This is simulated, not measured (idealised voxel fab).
Name of the process module below: voxel transistor to metal
Xsec cut, 185 nm wide, square cell size 5 nm.
Reading order for cross-sections: top band down to bottom band. Underlying form: a grid of square cells. Band size: one or more rows of cells. Heads up on the band format: heights come first, top then bottom, in nm. After that it's the materials left to right, each with its width in nm. A single material flagged "full width" fills the whole band edge to edge, and "blank" means there's empty space there. Height 0 is the level under which the wafer as received is all one material. The lowest band goes on downwards, as in "z 0 and below". Width spec "30 to 40" -> top row of cells at first value, bottom row at second value, equal per-row change in between. "no change", as given for a step, is the statement that not any cell of the cross-section underwent a change during that step. The entry titled "Sealed void list" provides the empty spaces that have no open way to the top, restricted to those of 8 cells or more. Each is presented as width x height at distance, the distance being measured from the left edge, with all three in nm. That trailing text on a step's line, after the settings, is the simulator's own remark on the step. Steps that use a mask can have "overlay nm" on their line. It says how far the mask sat to the right of where it was meant to be. Negative means to the left.
LIST OF PLANNED PROCESS STEPS
1: RECEIVE, material Si
2: CONFORMAL_DEP, material SiO2, thk nm 5
3: CONFORMAL_DEP, material SiN, thk nm 10
4: DIRECTIONAL_DEP, material aC, thk nm 10
5: PATTERN, tone cover, mask id ACTIVE, material resist, width nm 125, thk nm 30, overlay nm 0
6: DIRECTIONAL_ETCH, etch materials aC, depth nm 10
7: STRIP, etch materials resist
8: DIRECTIONAL_ETCH, etch materials SiN, depth nm 10
9: DIRECTIONAL_ETCH, etch materials SiO2, depth nm 5
10: DIRECTIONAL_ETCH, etch materials Si, depth nm 20
11: STRIP, etch materials aC
12: FILL_DEP, material SiO2, thk nm 10
13: CMP, height nm 15
14: SELECTIVE_ETCH, etch materials SiO2, depth nm 5
15: STRIP, etch materials SiN
16: SELECTIVE_ETCH, etch materials SiO2, depth nm 5
17: OXIDIZE, depth nm 5
18: DIRECTIONAL_DEP, material polySi, thk nm 30
19: DIRECTIONAL_DEP, material SiCN, thk nm 10
20: MASKED_ETCH, tone cover, mask id GATE, width nm 35, etch materials SiCN, depth nm 20, overlay nm 0
21: MASKED_ETCH, tone cover, mask id GATE, width nm 35, etch materials polySi, depth nm 40, overlay nm 0
22: CONFORMAL_DEP, material SiN, thk nm 10
23: DIRECTIONAL_ETCH, etch materials SiN, depth nm 10
24: DIRECTIONAL_ETCH, etch materials SiO2, depth nm 5
25: DIRECTIONAL_ETCH, etch materials Si, depth nm 5
26: EPI, material SiGe, thk nm 5
27: FILL_DEP, material SiO2, thk nm 5
28: CMP, height nm 30
29: STRIP, etch materials polySi
30: SELECTIVE_ETCH, etch materials SiO2, depth nm 5
31: CONFORMAL_DEP, material HfO2, thk nm 5
32: CONFORMAL_DEP, material TiN, thk nm 5
33: FILL_DEP, material W, thk nm 5
34: CMP, height nm 25
35: DIRECTIONAL_DEP, material SiO2, thk nm 15
36: MASKED_ETCH, tone open, mask id CONTACT, width nm 20, pitch nm 95, etch materials SiO2, depth nm 45, overlay nm 0
37: CONFORMAL_DEP, material TiN, thk nm 5
38: FILL_DEP, material Ru, thk nm 5
39: CMP, height nm 40
40: CONFORMAL_DEP, material SiN, thk nm 5
41: DIRECTIONAL_DEP, material SiO2, thk nm 15
42: PATTERN, tone open, mask id METAL_1, material resist, width nm 20, pitch nm 95, thk nm 15, overlay nm 0
43: DIRECTIONAL_ETCH, etch materials SiO2, depth nm 15
44: DIRECTIONAL_ETCH, etch materials SiN, depth nm 5
45: STRIP, etch materials resist
46: CONFORMAL_DEP, material TiN, thk nm 5
47: FILL_DEP, material Cu, thk nm 10
48: CMP, height nm 60
49: CONFORMAL_DEP, material SiN, thk nm 5
THE FIRST OF A SET OF TWO WAFERS, RUN TO PLAN
CROSS-SECTION OF THE WAFER AT RECEIPT, WHICH IS THE CONDITION AFTER STEP 1
z 0 and below  Si full width
Sealed void list: none
CROSS-SECTION OF THE WAFER SUBSEQUENT TO STEP 2
z 5 to 0  SiO2 full width
Below 0, the layers are the same as they were.
CROSS-SECTION OF THE WAFER SUBSEQUENT TO STEP 3
z 15 to 5  SiN full width
Below 5, the layers are the same as they were.
CROSS-SECTION OF THE WAFER SUBSEQUENT TO STEP 4
z 25 to 15  aC full width
Below 15, the layers are the same as they were.
CROSS-SECTION OF THE WAFER SUBSEQUENT TO STEP 5
z 55 to 25  blank 30  resist 125  blank 30
Below 25, the layers are the same as they were.
CROSS-SECTION OF THE WAFER SUBSEQUENT TO STEP 6
z 45 to 25  blank 30  resist 125  blank 30
z 25 to 15  blank 30  aC 125  blank 30
Below 15, the layers are the same as they were.
CROSS-SECTION OF THE WAFER SUBSEQUENT TO STEP 7
z 25 to 15  blank 30  aC 125  blank 30
Below 15, the layers are the same as they were.
CROSS-SECTION OF THE WAFER SUBSEQUENT TO STEP 8
z 25 to 15  blank 30  aC 125  blank 30
z 15 to 5  blank 30  SiN 125  blank 30
Below 5, the layers are the same as they were.
CROSS-SECTION OF THE WAFER SUBSEQUENT TO STEP 9
z 25 to 15  blank 30  aC 125  blank 30
z 15 to 5  blank 30  SiN 125  blank 30
z 5 to 0  blank 30  SiO2 125  blank 30
Below 0, the layers are the same as they were.
CROSS-SECTION OF THE WAFER SUBSEQUENT TO STEP 10
z 25 to 15  blank 30  aC 125  blank 30
z 15 to 5  blank 30  SiN 125  blank 30
z 5 to 0  blank 30  SiO2 125  blank 30
z 0 to -20  blank 30  Si 125  blank 30
Below -20, the layers are the same as they were.
CROSS-SECTION OF THE WAFER SUBSEQUENT TO STEP 11
z 15 to 5  blank 30  SiN 125  blank 30
Below 5, the layers are the same as they were.
CROSS-SECTION OF THE WAFER SUBSEQUENT TO STEP 12
z 25 to 15  SiO2 full width
z 15 to 5  SiO2 30  SiN 125  SiO2 30
z 5 to 0  SiO2 full width
z 0 to -20  SiO2 30  Si 125  SiO2 30
Below -20, the layers are the same as they were.
CROSS-SECTION OF THE WAFER SUBSEQUENT TO STEP 13
z 15 to 5  SiO2 30  SiN 125  SiO2 30
Below 5, the layers are the same as they were.
CROSS-SECTION OF THE WAFER SUBSEQUENT TO STEP 14
z 15 to 10  blank 30  SiN 125  blank 30
Below 10, the layers are the same as they were.
CROSS-SECTION OF THE WAFER SUBSEQUENT TO STEP 15
z 10 to 5  SiO2 30  blank 125  SiO2 30
Below 5, the layers are the same as they were.
CROSS-SECTION OF THE WAFER SUBSEQUENT TO STEP 16
z 5 to 0  SiO2 25  blank 135  SiO2 25
Below 0, the layers are the same as they were.
CROSS-SECTION OF THE WAFER SUBSEQUENT TO STEP 17
z 5 to 0  SiO2 25  blank 135  SiO2 25
z 0 to -5  SiO2 full width
Below -5, the layers are the same as they were.
CROSS-SECTION OF THE WAFER SUBSEQUENT TO STEP 18
z 35 to 30  polySi 25  blank 135  polySi 25
z 30 to 5  polySi full width
z 5 to 0  SiO2 25  polySi 135  SiO2 25
Below 0, the layers are the same as they were.
CROSS-SECTION OF THE WAFER SUBSEQUENT TO STEP 19
z 45 to 40  SiCN 25  blank 135  SiCN 25
z 40 to 35  SiCN full width
z 35 to 30  polySi 25  SiCN 135  polySi 25
Below 30, the layers are the same as they were.
CROSS-SECTION OF THE WAFER SUBSEQUENT TO STEP 20
z 40 to 35  blank 75  SiCN 35  blank 75
z 35 to 30  polySi 25  blank 50  SiCN 35  blank 50  polySi 25
Below 30, the layers are the same as they were.
CROSS-SECTION OF THE WAFER SUBSEQUENT TO STEP 21
z 40 to 30  blank 75  SiCN 35  blank 75
z 30 to 5  blank 75  polySi 35  blank 75
z 5 to 0  SiO2 25  blank 50  polySi 35  blank 50  SiO2 25
Below 0, the layers are the same as they were.
CROSS-SECTION OF THE WAFER SUBSEQUENT TO STEP 22
z 50 to 40  blank 65  SiN 55  blank 65
z 40 to 30  blank 65  SiN 10  SiCN 35  SiN 10  blank 65
z 30 to 15  blank 65  SiN 10  polySi 35  SiN 10  blank 65
z 15 to 10  SiN 35  blank 30  SiN 10  polySi 35  SiN 10  blank 30  SiN 35
z 10 to 5  SiN 75  polySi 35  SiN 75
z 5 to 0  SiO2 25  SiN 50  polySi 35  SiN 50  SiO2 25
Below 0, the layers are the same as they were.
CROSS-SECTION OF THE WAFER SUBSEQUENT TO STEP 23
z 40 to 30  blank 65  SiN 10  SiCN 35  SiN 10  blank 65
z 30 to 5  blank 65  SiN 10  polySi 35  SiN 10  blank 65
z 5 to 0  SiO2 25  SiN 10  blank 30  SiN 10  polySi 35  SiN 10  blank 30  SiN 10  SiO2 25
Below 0, the layers are the same as they were.
CROSS-SECTION OF THE WAFER SUBSEQUENT TO STEP 24
z 40 to 30  blank 65  SiN 10  SiCN 35  SiN 10  blank 65
z 30 to 5  blank 65  SiN 10  polySi 35  SiN 10  blank 65
z 5 to 0  blank 25  SiN 10  blank 30  SiN 10  polySi 35  SiN 10  blank 30  SiN 10  blank 25
z 0 to -5  SiO2 35  blank 30  SiO2 55  blank 30  SiO2 35
Below -5, the layers are the same as they were.
CROSS-SECTION OF THE WAFER SUBSEQUENT TO STEP 25
z 40 to 30  blank 65  SiN 10  SiCN 35  SiN 10  blank 65
z 30 to 5  blank 65  SiN 10  polySi 35  SiN 10  blank 65
z 5 to 0  blank 25  SiN 10  blank 30  SiN 10  polySi 35  SiN 10  blank 30  SiN 10  blank 25
z 0 to -5  SiO2 35  blank 30  SiO2 55  blank 30  SiO2 35
z -5 to -10  SiO2 30  Si 5  blank 30  Si 55  blank 30  Si 5  SiO2 30
Below -10, the layers are the same as they were.
CROSS-SECTION OF THE WAFER SUBSEQUENT TO STEP 26
z 40 to 30  blank 65  SiN 10  SiCN 35  SiN 10  blank 65
z 30 to 5  blank 65  SiN 10  polySi 35  SiN 10  blank 65
z 5 to 0  blank 25  SiN 10  blank 30  SiN 10  polySi 35  SiN 10  blank 30  SiN 10  blank 25
z 0 to -5  SiO2 35  SiGe 5  blank 20  SiGe 5  SiO2 55  SiGe 5  blank 20  SiGe 5  SiO2 35
z -5 to -10  SiO2 30  Si 5  SiGe 30  Si 55  SiGe 30  Si 5  SiO2 30
Below -10, the layers are the same as they were.
CROSS-SECTION OF THE WAFER SUBSEQUENT TO STEP 27
z 45 to 40  SiO2 full width
z 40 to 30  SiO2 65  SiN 10  SiCN 35  SiN 10  SiO2 65
z 30 to 5  SiO2 65  SiN 10  polySi 35  SiN 10  SiO2 65
z 5 to 0  SiO2 25  SiN 10  SiO2 30  SiN 10  polySi 35  SiN 10  SiO2 30  SiN 10  SiO2 25
z 0 to -5  SiO2 35  SiGe 5  SiO2 20  SiGe 5  SiO2 55  SiGe 5  SiO2 20  SiGe 5  SiO2 35
Below -5, the layers are the same as they were.
CROSS-SECTION OF THE WAFER SUBSEQUENT TO STEP 28
z 30 to 5  SiO2 65  SiN 10  polySi 35  SiN 10  SiO2 65
Below 5, the layers are the same as they were.
CROSS-SECTION OF THE WAFER SUBSEQUENT TO STEP 29
z 30 to 5  SiO2 65  SiN 10  blank 35  SiN 10  SiO2 65
z 5 to 0  SiO2 25  SiN 10  SiO2 30  SiN 10  blank 35  SiN 10  SiO2 30  SiN 10  SiO2 25
Below 0, the layers are the same as they were.
CROSS-SECTION OF THE WAFER SUBSEQUENT TO STEP 30
z 30 to 25  blank 65  SiN 10  blank 35  SiN 10  blank 65
z 25 to 5  SiO2 65  SiN 10  blank 35  SiN 10  SiO2 65
z 5 to 0  SiO2 25  SiN 10  SiO2 30  SiN 10  blank 35  SiN 10  SiO2 30  SiN 10  SiO2 25
z 0 to -5  SiO2 35  SiGe 5  SiO2 20  SiGe 5  SiO2 5  blank 45  SiO2 5  SiGe 5  SiO2 20  SiGe 5  SiO2 35
Below -5, the layers are the same as they were.
CROSS-SECTION OF THE WAFER SUBSEQUENT TO STEP 31
z 35 to 30  blank 60  HfO2 20  blank 25  HfO2 20  blank 60
z 30 to 25  HfO2 65  SiN 10  HfO2 5  blank 25  HfO2 5  SiN 10  HfO2 65
z 25 to 5  SiO2 65  SiN 10  HfO2 5  blank 25  HfO2 5  SiN 10  SiO2 65
z 5 to 0  SiO2 25  SiN 10  SiO2 30  SiN 10  HfO2 5  blank 25  HfO2 5  SiN 10  SiO2 30  SiN 10  SiO2 25
z 0 to -5  SiO2 35  SiGe 5  SiO2 20  SiGe 5  SiO2 5  HfO2 45  SiO2 5  SiGe 5  SiO2 20  SiGe 5  SiO2 35
Below -5, the layers are the same as they were.
CROSS-SECTION OF THE WAFER SUBSEQUENT TO STEP 32
z 40 to 35  blank 55  TiN 30  blank 15  TiN 30  blank 55
z 35 to 30  TiN 60  HfO2 20  TiN 5  blank 15  TiN 5  HfO2 20  TiN 60
z 30 to 25  HfO2 65  SiN 10  HfO2 5  TiN 5  blank 15  TiN 5  HfO2 5  SiN 10  HfO2 65
z 25 to 5  SiO2 65  SiN 10  HfO2 5  TiN 5  blank 15  TiN 5  HfO2 5  SiN 10  SiO2 65
z 5 to 0  SiO2 25  SiN 10  SiO2 30  SiN 10  HfO2 5  TiN 25  HfO2 5  SiN 10  SiO2 30  SiN 10  SiO2 25
Below 0, the layers are the same as they were.
CROSS-SECTION OF THE WAFER SUBSEQUENT TO STEP 33
z 45 to 40  W full width
z 40 to 35  W 55  TiN 30  W 15  TiN 30  W 55
z 35 to 30  TiN 60  HfO2 20  TiN 5  W 15  TiN 5  HfO2 20  TiN 60
z 30 to 25  HfO2 65  SiN 10  HfO2 5  TiN 5  W 15  TiN 5  HfO2 5  SiN 10  HfO2 65
z 25 to 5  SiO2 65  SiN 10  HfO2 5  TiN 5  W 15  TiN 5  HfO2 5  SiN 10  SiO2 65
Below 5, the layers are the same as they were.
CROSS-SECTION OF THE WAFER SUBSEQUENT TO STEP 34
z 25 to 5  SiO2 65  SiN 10  HfO2 5  TiN 5  W 15  TiN 5  HfO2 5  SiN 10  SiO2 65
Below 5, the layers are the same as they were.
CROSS-SECTION OF THE WAFER SUBSEQUENT TO STEP 35
z 40 to 25  SiO2 full width
Below 25, the layers are the same as they were.
CROSS-SECTION OF THE WAFER SUBSEQUENT TO STEP 36
z 40 to 25  SiO2 35  blank 20  SiO2 75  blank 20  SiO2 35
z 25 to 5  SiO2 35  blank 20  SiO2 10  SiN 10  HfO2 5  TiN 5  W 15  TiN 5  HfO2 5  SiN 10  SiO2 10  blank 20  SiO2 35
z 5 to 0  SiO2 25  SiN 10  blank 20  SiO2 10  SiN 10  HfO2 5  TiN 25  HfO2 5  SiN 10  SiO2 10  blank 20  SiN 10  SiO2 25
z 0 to -5  SiO2 35  SiGe 5  blank 15  SiO2 5  SiGe 5  SiO2 5  HfO2 45  SiO2 5  SiGe 5  SiO2 5  blank 15  SiGe 5  SiO2 35
Below -5, the layers are the same as they were.
CROSS-SECTION OF THE WAFER SUBSEQUENT TO STEP 37
z 45 to 40  TiN 40  blank 10  TiN 85  blank 10  TiN 40
z 40 to 25  SiO2 35  TiN 5  blank 10  TiN 5  SiO2 75  TiN 5  blank 10  TiN 5  SiO2 35
z 25 to 5  SiO2 35  TiN 5  blank 10  TiN 5  SiO2 10  SiN 10  HfO2 5  TiN 5  W 15  TiN 5  HfO2 5  SiN 10  SiO2 10  TiN 5  blank 10  TiN 5  SiO2 35
z 5 to 0  SiO2 25  SiN 10  TiN 10  blank 5  TiN 5  SiO2 10  SiN 10  HfO2 5  TiN 25  HfO2 5  SiN 10  SiO2 10  TiN 5  blank 5  TiN 10  SiN 10  SiO2 25
z 0 to -5  SiO2 35  SiGe 5  TiN 15  SiO2 5  SiGe 5  SiO2 5  HfO2 45  SiO2 5  SiGe 5  SiO2 5  TiN 15  SiGe 5  SiO2 35
Below -5, the layers are the same as they were.
CROSS-SECTION OF THE WAFER SUBSEQUENT TO STEP 38
z 50 to 45  Ru full width
z 45 to 40  TiN 40  Ru 10  TiN 85  Ru 10  TiN 40
z 40 to 25  SiO2 35  TiN 5  Ru 10  TiN 5  SiO2 75  TiN 5  Ru 10  TiN 5  SiO2 35
z 25 to 5  SiO2 35  TiN 5  Ru 10  TiN 5  SiO2 10  SiN 10  HfO2 5  TiN 5  W 15  TiN 5  HfO2 5  SiN 10  SiO2 10  TiN 5  Ru 10  TiN 5  SiO2 35
z 5 to 0  SiO2 25  SiN 10  TiN 10  Ru 5  TiN 5  SiO2 10  SiN 10  HfO2 5  TiN 25  HfO2 5  SiN 10  SiO2 10  TiN 5  Ru 5  TiN 10  SiN 10  SiO2 25
Below 0, the layers are the same as they were.
CROSS-SECTION OF THE WAFER SUBSEQUENT TO STEP 39
z 40 to 25  SiO2 35  TiN 5  Ru 10  TiN 5  SiO2 75  TiN 5  Ru 10  TiN 5  SiO2 35
Below 25, the layers are the same as they were.
CROSS-SECTION OF THE WAFER SUBSEQUENT TO STEP 40
z 45 to 40  SiN full width
Below 40, the layers are the same as they were.
CROSS-SECTION OF THE WAFER SUBSEQUENT TO STEP 41
z 60 to 45  SiO2 full width
Below 45, the layers are the same as they were.
CROSS-SECTION OF THE WAFER SUBSEQUENT TO STEP 42
z 75 to 60  resist 35  blank 20  resist 75  blank 20  resist 35
Below 60, the layers are the same as they were.
CROSS-SECTION OF THE WAFER SUBSEQUENT TO STEP 43
z 75 to 60  resist 35  blank 20  resist 75  blank 20  resist 35
z 60 to 45  SiO2 35  blank 20  SiO2 75  blank 20  SiO2 35
Below 45, the layers are the same as they were.
CROSS-SECTION OF THE WAFER SUBSEQUENT TO STEP 44
z 75 to 60  resist 35  blank 20  resist 75  blank 20  resist 35
z 60 to 45  SiO2 35  blank 20  SiO2 75  blank 20  SiO2 35
z 45 to 40  SiN 35  blank 20  SiN 75  blank 20  SiN 35
Below 40, the layers are the same as they were.
CROSS-SECTION OF THE WAFER SUBSEQUENT TO STEP 45
z 60 to 45  SiO2 35  blank 20  SiO2 75  blank 20  SiO2 35
Below 45, the layers are the same as they were.
CROSS-SECTION OF THE WAFER SUBSEQUENT TO STEP 46
z 65 to 60  TiN 40  blank 10  TiN 85  blank 10  TiN 40
z 60 to 45  SiO2 35  TiN 5  blank 10  TiN 5  SiO2 75  TiN 5  blank 10  TiN 5  SiO2 35
z 45 to 40  SiN 35  TiN 20  SiN 75  TiN 20  SiN 35
Below 40, the layers are the same as they were.
CROSS-SECTION OF THE WAFER SUBSEQUENT TO STEP 47
z 75 to 65  Cu full width
z 65 to 60  TiN 40  Cu 10  TiN 85  Cu 10  TiN 40
z 60 to 45  SiO2 35  TiN 5  Cu 10  TiN 5  SiO2 75  TiN 5  Cu 10  TiN 5  SiO2 35
Below 45, the layers are the same as they were.
CROSS-SECTION OF THE WAFER SUBSEQUENT TO STEP 48
z 60 to 45  SiO2 35  TiN 5  Cu 10  TiN 5  SiO2 75  TiN 5  Cu 10  TiN 5  SiO2 35
Below 45, the layers are the same as they were.
CROSS-SECTION OF THE WAFER SUBSEQUENT TO STEP 49
z 65 to 60  SiN full width
Below 60, the layers are the same as they were.
OKAY, SECOND WAFER. NOTHING DIFFERENT AT THE START, NOTHING DIFFERENT IN THE PLAN, JUST ONE MISTAKE SOMEWHERE IN THE RUNNING. AS FAR AS STEP 47, COUNTING THAT STEP, IT'S THE FIRST WAFER ALL OVER AGAIN
Cross-sectional view of the second wafer at the intended end time of process step 48: no change
CROSS-SECTIONAL VIEW OF THE SECOND WAFER AT THE INTENDED END TIME OF PROCESS STEP 49
z 80 to 75  SiN full width
Below 75, the layers are the same as they were.
Diagnosis: skipped: plan step 48 (never run)
Heads up, by the end the second wafer has more or fewer cells of some materials compared to the first: Cu: 78 more | TiN: 33 more
